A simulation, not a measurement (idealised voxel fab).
voxel self aligned contacts: a process module
Pictured: cross-section cut, 185 nm wide, on a grid of 5 nm square cells.
A cross-section in this document is a grid of square cells, and it is written down as bands, the top band listed before the ones below it; a band is made up of one or more rows of cells. A band entry consists of two parts. The first gives the height of the band's top and the height of its bottom, in nm. The rest lists the band's materials from left to right, each with its width in nm. A single material labelled with the word "edge to edge" fills the band from edge to edge, and the word "air" marks empty space. A quick word on heights: they are counted from 0, and under that level the wafer as it came to us is one material throughout. The lowest band is different from the rest in having no bottom; it simply continues downward, written as in "z 0 and below". Quick explanation for "30->40": the width changes in equal steps down the rows of cells, from the first number in the band's top row to the second number in its bottom row. When a step is marked "no alterations made", none of the cells in the cross-section changed during that step. "Encapsulated voids" specifies each empty space that is not open to the top and that occupies no fewer than 8 cells, using the form width x height at distance, the distance measured from the left edge and all three quantities in nm. Post-settings text on a step line: simulator's own remark regarding the step. If you see "overlay nm" on a step's line and that step has a mask, it's telling you how far right of where it was planned the mask ended up; a negative number means it went left instead.
Planned step list for the process
1 RECEIVE: material Si
2 CONFORMAL_DEP: material SiO2, thk nm 5
3 DIRECTIONAL_DEP: material polySi, thk nm 25
4 DIRECTIONAL_DEP: material SiN, thk nm 25
5 DIRECTIONAL_DEP: material aC, thk nm 15
6 PATTERN: tone cover, mask id GATE, material resist, width nm 30, pitch nm 75, thk nm 30, overlay nm 0
7 DIRECTIONAL_ETCH: etch materials aC, depth nm 15
8 STRIP: etch materials resist
9 DIRECTIONAL_ETCH: etch materials SiN, depth nm 25
10 DIRECTIONAL_ETCH: etch materials polySi, depth nm 25
11 STRIP: etch materials aC
12 CONFORMAL_DEP: material SiN, thk nm 10
13 DIRECTIONAL_ETCH: etch materials SiN, depth nm 10
14 FILL_DEP: material SiO2, thk nm 15
15 CMP: height nm 60
16 MASKED_ETCH: tone open, mask id CONTACT, width nm 45, etch materials SiO2, depth nm 60, overlay nm 0
17 CONFORMAL_DEP: material TiN, thk nm 5
18 FILL_DEP: material Ru, thk nm 10
19 CMP: height nm 60
20 CONFORMAL_DEP: material SiCN, thk nm 5
Don't read the plan's width nm for step 16 as applying to every wafer: that's the first wafer's value, and the wafers differ in it, though they all start identical.
Received wafers, first of several: cross-section after step 1
  z 0 and below | Si edge to edge
  Encapsulated voids: none
first wafer at the end, after step 20
  z 65 to 60 | SiCN edge to edge
  z 60 to 55 | 70 SiO2, then 15 TiN, then 15 Ru, then 15 TiN, then 70 SiO2
  z 55 to 30 | 30 SiO2, then 50 SiN, then 5 TiN, then 15 Ru, then 5 TiN, then 50 SiN, then 30 SiO2
  z 30 to 5 | 30 SiO2, then 10 SiN, then 30 polySi, then 10 SiN, then 5 TiN, then 15 Ru, then 5 TiN, then 10 SiN, then 30 polySi, then 10 SiN, then 30 SiO2
  z 5 to 0 | 80 SiO2, then 25 TiN, then 80 SiO2
  z 0 and below | Si edge to edge
  Encapsulated voids: none
Here's the last wafer cross-sectioned at the end of the module
  z 65 to 60 | SiCN edge to edge
  z 60 to 55 | 60 SiO2, then 25 TiN, then 15 Ru, then 30 TiN, then 55 SiO2
  z 55 to 30 | 30 SiO2, then 50 SiN, then 5 TiN, then 15 Ru, then 5 TiN, then 50 SiN, then 30 SiO2
  z 30 to 5 | 30 SiO2, then 10 SiN, then 30 polySi, then 10 SiN, then 5 TiN, then 15 Ru, then 5 TiN, then 10 SiN, then 30 polySi, then 10 SiN, then 30 SiO2
  z 5 to 0 | 80 SiO2, then 25 TiN, then 80 SiO2
  z 0 and below | Si edge to edge
  Encapsulated voids: none
Every row in this table is a wafer at the end of the module, and it gives, for each of the materials, the cells that wafer has gained (+) or lost (-) since it was received, then its closed voids
width nm 45; +33 Ru; +37 SiCN; +140 SiN; +180 SiO2; +31 TiN; +60 polySi; Encapsulated voids: none
width nm 50; +33 Ru; +37 SiCN; +140 SiN; +179 SiO2; +32 TiN; +60 polySi; Encapsulated voids: none
width nm 55; +33 Ru; +37 SiCN; +140 SiN; +178 SiO2; +33 TiN; +60 polySi; Encapsulated voids: none
width nm 60; +33 Ru; +37 SiCN; +140 SiN; +177 SiO2; +34 TiN; +60 polySi; Encapsulated voids: none
width nm 65; +33 Ru; +37 SiCN; +140 SiN; +176 SiO2; +35 TiN; +60 polySi; Encapsulated voids: none
width nm 70; +33 Ru; +37 SiCN; +140 SiN; +175 SiO2; +36 TiN; +60 polySi; Encapsulated voids: none
